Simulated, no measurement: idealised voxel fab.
Presented below is a process module, voxel air gaps.
Cross-section cut spans 210 nm and uses square cells 5 nm in size.
A cross-section is a grid of square cells, given in bands from the top down. A band is one or more rows of cells. This entry defines a band. It first specifies the height of the band's top and the height of its bottom in nm, and then specifies the band's materials from left to right, stating each material with its width in nm. The word "full width" identifies a single material that fills the band from edge to edge, while the word "air" identifies empty space. Basically, 0 is our baseline, since under it the wafer straight out of the box is all one material. The bottom band has no lower end and keeps on going down, so it looks like "0 -> down". The notation "30 to 40" denotes a width that varies across the rows of cells in the band, beginning at the first number in the top row, finishing at the second number in the bottom row, and changing by an identical amount from each row to the next. A step reported as "nothing changed" is a step in which no cell of the cross-section changed. "Unvented voids" - sealed voids, min. 8 cells, no opening to top; format: width x height at distance (distance from left edge; nm throughout). That trailing text on a step's line, after the settings, is the simulator's own remark on the step. Steps that use a mask can have "overlay nm" on their line. It says how far the mask sat to the right of where it was meant to be. Negative means to the left.
### Set out below are the planned steps of the process
1 RECEIVE with material Si
2 CONFORMAL_DEP with material SiO2, thk nm 15
3 CONFORMAL_DEP with material SiN, thk nm 5
4 DIRECTIONAL_DEP with material SiO2, thk nm 40
5 PATTERN with tone open, mask id LINES, material resist, width nm 15, pitch nm 45, thk nm 20, overlay nm 0
6 DIRECTIONAL_ETCH with etch materials SiO2, depth nm 40
7 STRIP with etch materials resist
8 CONFORMAL_DEP with material TiN, thk nm 5
9 FILL_DEP with material W, thk nm 5
10 CMP with height nm 60
11 EPI with material Ru, thk nm 10
12 SELECTIVE_ETCH with etch materials SiO2, depth nm 50
13 CONFORMAL_DEP with material SiN, thk nm 5
### Shown in cross-section is the wafer as received, that is, as it stands after step 1
> 0 -> down  Si full width
> Unvented voids: none
### The module was run from the start shown above using the plan shown above, but one mistake was made doing it; the resulting wafer cross-section is below
> 75 -> 70  air=10; SiN=190; air=10
> 70 -> 60  air=10; SiN=5; Ru=180; SiN=5; air=10
> 60 -> 55  air=10; SiN=15; TiN=5; W=15; TiN=5; SiO2=20; TiN=5; W=15; TiN=5; SiO2=20; TiN=5; W=15; TiN=5; SiO2=20; TiN=5; W=15; TiN=5; SiN=15; air=10
> 55 -> 25  air=20; SiN=5; TiN=5; W=15; TiN=5; SiO2=20; TiN=5; W=15; TiN=5; SiO2=20; TiN=5; W=15; TiN=5; SiO2=20; TiN=5; W=15; TiN=5; SiN=5; air=20
> 25 -> 20  SiN=25; TiN=25; SiO2=20; TiN=25; SiO2=20; TiN=25; SiO2=20; TiN=25; SiN=25
> 20 -> 15  SiN full width
> 15 -> 0  SiO2 full width
> 0 -> down  Si full width
> Unvented voids: none
Where did the run depart from the plan? so step 5 ended up running with a different setting than we planned, it ran as PATTERN with tone open, mask id LINES, material resist, width nm 25, pitch nm 45, thk nm 20, overlay nm 0
